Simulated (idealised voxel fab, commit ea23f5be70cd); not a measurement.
You're looking at the process module voxel transistor to metal.
Cross-sectional view cut (width: 295 nm; square cell size: 5 nm).
Format of a cross-section: grid, square cells. Given as bands. Order: top down. Band: one or more rows of cells.
Heights first: top, then bottom, in nm. Then materials, left to right, each with a width in nm. "all across" on a single material: fills the band edge to edge. "blank": empty space.
Height 0 is the level under which the wafer as received is all one material. The lowest band goes on downwards, as in "0 and below".
A two-number width, for instance "30..40", indicates that the width is equal to the first number in the top row of the band and to the second number in the bottom row, and that it changes by a constant amount per row of cells.
Where a step carries "nothing different", the cross-section came out of it unchanged, cell for cell.
Each empty space that has no open way to the top and spans at least 8 cells appears under "Voids, fully enclosed" as width x height at distance, the distance counted from the left edge, all in nm.
Post-settings text on a step line: simulator's own remark regarding the step.
"overlay nm" answers the question of how far to the right of plan the mask lay on a step that has a mask, and when it is negative the answer is to the left.

Steps in the process plan:
step 1: RECEIVE,material Si
step 2: CONFORMAL_DEP,material SiO2,thk nm 5
step 3: CONFORMAL_DEP,material SiN,thk nm 15
step 4: PATTERN,tone cover,mask id ACTIVE,material resist,width nm 110,pitch nm 140,thk nm 20,overlay nm 0
step 5: DIRECTIONAL_ETCH,etch materials SiN,depth nm 15
step 6: DIRECTIONAL_ETCH,etch materials SiO2,depth nm 5
step 7: DIRECTIONAL_ETCH,etch materials Si,depth nm 35
step 8: STRIP,etch materials resist
step 9: OXIDIZE,depth nm 5
step 10: FILL_DEP,material SiO2,thk nm 15
step 11: CMP,height nm 20
step 12: SELECTIVE_ETCH,etch materials SiO2,depth nm 10
step 13: STRIP,etch materials SiN
step 14: SELECTIVE_ETCH,etch materials SiO2,depth nm 5
step 15: OXIDIZE,depth nm 5
step 16: DIRECTIONAL_DEP,material polySi,thk nm 30
step 17: DIRECTIONAL_DEP,material SiCN,thk nm 15
step 18: MASKED_ETCH,tone cover,mask id GATE,width nm 20,pitch nm 140,etch materials SiCN,depth nm 25,overlay nm 0
step 19: MASKED_ETCH,tone cover,mask id GATE,width nm 20,pitch nm 140,etch materials polySi,depth nm 40,overlay nm 0
step 20: CONFORMAL_DEP,material SiO2,thk nm 5
step 21: DIRECTIONAL_ETCH,etch materials SiO2,depth nm 5
step 22: CONFORMAL_DEP,material SiN,thk nm 5
step 23: DIRECTIONAL_ETCH,etch materials SiN,depth nm 5
step 24: DIRECTIONAL_ETCH,etch materials SiO2,depth nm 5
step 25: EPI,material nSi,thk nm 5
step 26: FILL_DEP,material SiO2,thk nm 5
step 27: CMP,height nm 45
step 28: DIRECTIONAL_DEP,material SiO2,thk nm 15
step 29: PATTERN,tone open,mask id CONTACT,material resist,width nm 35,thk nm 15,overlay nm 0
step 30: DIRECTIONAL_ETCH,etch materials SiO2,depth nm 60
step 31: STRIP,etch materials resist
step 32: CONFORMAL_DEP,material TiN,thk nm 5
step 33: FILL_DEP,material Ru,thk nm 5
step 34: CMP,height nm 60
step 35: DIRECTIONAL_DEP,material TiN,thk nm 5
step 36: DIRECTIONAL_DEP,material Ru,thk nm 15
step 37: MASKED_ETCH,tone cover,mask id METAL_1,width nm 20,etch materials Ru,depth nm 15,overlay nm 0
step 38: MASKED_ETCH,tone cover,mask id METAL_1,width nm 20,etch materials TiN,depth nm 5,overlay nm 0
step 39: FILL_DEP,material SiO2,thk nm 5
step 40: CMP,height nm 80
step 41: CONFORMAL_DEP,material SiCN,thk nm 5
step 42: DIRECTIONAL_DEP,material lowk,thk nm 30
step 43: DIRECTIONAL_DEP,material aC,thk nm 10
step 44: PATTERN,tone open,mask id METAL_2,material resist,width nm 20,pitch nm 140,thk nm 30,overlay nm 0
step 45: DIRECTIONAL_ETCH,etch materials aC,depth nm 10
step 46: STRIP,etch materials resist
step 47: DIRECTIONAL_ETCH,etch materials lowk,depth nm 15
step 48: STRIP,etch materials aC
step 49: PATTERN,tone open,mask id METAL_2_HOLES,material resist,width nm 15,pitch nm 140,thk nm 15,overlay nm 0
step 50: DIRECTIONAL_ETCH,etch materials lowk,depth nm 15
step 51: DIRECTIONAL_ETCH,etch materials SiCN,depth nm 5
step 52: STRIP,etch materials resist
step 53: CONFORMAL_DEP,material TiN,thk nm 5
step 54: FILL_DEP,material Ru,thk nm 10
step 55: CMP,height nm 115
step 56: CONFORMAL_DEP,material SiN,thk nm 5

Wafer at receipt (post step 1), cross-section:
  0 and below | Si all across
  Voids, fully enclosed: none

This is how the wafer looks in cross-section once the module is done, given the starting state and plan above and one mistake in carrying the plan out:
  120 down to 115 | SiN all across
  115 down to 105 | 25 of lowk  5 of TiN  10 of SiCN  5 of TiN  120 of lowk  5 of TiN  10 of SiCN  5 of TiN  110 of lowk
  105 down to 100 | 25 of lowk  5 of TiN  5 of SiCN  10 of TiN  120 of lowk  5 of TiN  5 of SiCN  10 of TiN  110 of lowk
  100 down to 85 | 25 of lowk  5 of TiN  5 of SiCN  5 of TiN  125 of lowk  5 of TiN  5 of SiCN  5 of TiN  115 of lowk
  85 down to 80 | 25 of SiCN  15 of TiN  125 of SiCN  15 of TiN  115 of SiCN
  80 down to 65 | 25 of SiO2  20 of Ru  60 of SiO2  20 of Ru  40 of SiO2  20 of Ru  60 of SiO2  20 of Ru  30 of SiO2
  65 down to 60 | 25 of SiO2  20 of TiN  60 of SiO2  20 of TiN  40 of SiO2  20 of TiN  60 of SiO2  20 of TiN  30 of SiO2
  60 down to 50 | 25 of SiO2  5 of TiN  25 of Ru  5 of TiN  30 of SiO2  5 of TiN  25 of Ru  5 of TiN  40 of SiO2  5 of TiN  25 of Ru  5 of TiN  30 of SiO2  5 of TiN  25 of Ru  5 of TiN  30 of SiO2
  50 down to 45 | 25 of SiO2  5 of TiN  20 of Ru  10 of TiN  30 of SiO2  10 of TiN  20 of Ru  5 of TiN  40 of SiO2  5 of TiN  20 of Ru  10 of TiN  30 of SiO2  10 of TiN  20 of Ru  5 of TiN  30 of SiO2
  45 down to 30 | 25 of SiO2  5 of TiN  20 of Ru  5 of TiN  5 of SiN  5 of SiO2  20 of SiCN  5 of SiO2  5 of SiN  5 of TiN  20 of Ru  5 of TiN  40 of SiO2  5 of TiN  20 of Ru  5 of TiN  5 of SiN  5 of SiO2  20 of SiCN  5 of SiO2  5 of SiN  5 of TiN  20 of Ru  5 of TiN  30 of SiO2
  30 down to 5 | 25 of SiO2  5 of TiN  20 of Ru  5 of TiN  5 of SiN  5 of SiO2  20 of polySi  5 of SiO2  5 of SiN  5 of TiN  20 of Ru  5 of TiN  40 of SiO2  5 of TiN  20 of Ru  5 of TiN  5 of SiN  5 of SiO2  20 of polySi  5 of SiO2  5 of SiN  5 of TiN  20 of Ru  5 of TiN  30 of SiO2
  5 down to 0 | 20 of SiO2  5 of SiN  30 of TiN  5 of SiN  5 of SiO2  20 of polySi  5 of SiO2  5 of SiN  30 of TiN  5 of SiN  30 of SiO2  5 of SiN  30 of TiN  5 of SiN  5 of SiO2  20 of polySi  5 of SiO2  5 of SiN  30 of TiN  5 of SiN  25 of SiO2
  0 down to -5 | 25 of SiO2  30 of nSi  40 of SiO2  30 of nSi  40 of SiO2  30 of nSi  40 of SiO2  30 of nSi  30 of SiO2
  -5 down to -40 | 25 of SiO2  100 of Si  40 of SiO2  100 of Si  30 of SiO2
  -40 and below | Si all across
  Voids, fully enclosed: none
what went wrong: off-plan run, step 54, actual operation and settings FILL_DEP,material SiCN,thk nm 10
